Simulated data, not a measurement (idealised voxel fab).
The document below concerns the process module designated voxel lift off.
Section cut is 295 nm wide and gridded with 5 nm square cells.
For the purposes of this document, a cross-section shall be understood as a grid of square cells, specified as bands listed in top-to-bottom order, each band consisting of one or more rows of cells.
For a band, the entry starts with two heights in nm, that of the top and then that of the bottom, and carries on with the band's materials in order from left to right, each alongside its width in nm; the word "edge to edge" beside a single material means it fills the band edge to edge, and "empty" means empty space.
Note: height 0 marks the level under which the wafer is uniformly one material as received. Lowest band unbounded below, written "0..down".
Width spec "30 to 40" -> top row of cells at first value, bottom row at second value, equal per-row change in between.
"changes: none" means the step left every cell of the cross-section as it was.
"Closed-off voids" enumerates empty spaces isolated from the top, with no open way to it, that contain at least 8 cells, giving each as width x height at distance from the left edge, all three in nm.
after a step's settings: what the simulator itself notes on the step
You can add "overlay nm" to a step's line. For a step with a mask, it describes how far the mask lay to the right of its planned position, and a negative number describes a lay to the left.

### Planned step list for the process
1 RECEIVE (material Si)
2 CONFORMAL_DEP (material Al2O3; thk nm 15)
3 PATTERN (tone open; mask id LINES; material resist; width nm 20; pitch nm 55; thk nm 15; overlay nm 0)
4 DIRECTIONAL_DEP (material Ru; thk nm 5)
5 STRIP (etch materials resist)
6 CONFORMAL_DEP (material SiO2; thk nm 10)
Wafer-to-wafer difference: width nm, step 3. Common start. Plan = first wafer's value.

### Sectional view: first of several wafers, as received, after step 1
* 0..down | Si edge to edge
* Closed-off voids: none

### Below, a row for every wafer. Read it as the end-of-module picture: for each material the wafer shows its cells gained (+) or lost (-) since it was received, and then its closed voids
width nm 20, +177 Al2O3, +12 Ru, +130 SiO2, Closed-off voids: none
width nm 25, +177 Al2O3, +15 Ru, +130 SiO2, Closed-off voids: none
width nm 30, +177 Al2O3, +18 Ru, +130 SiO2, Closed-off voids: none
width nm 35, +177 Al2O3, +21 Ru, +130 SiO2, Closed-off voids: none
width nm 40, +177 Al2O3, +24 Ru, +128 SiO2, Closed-off voids: none
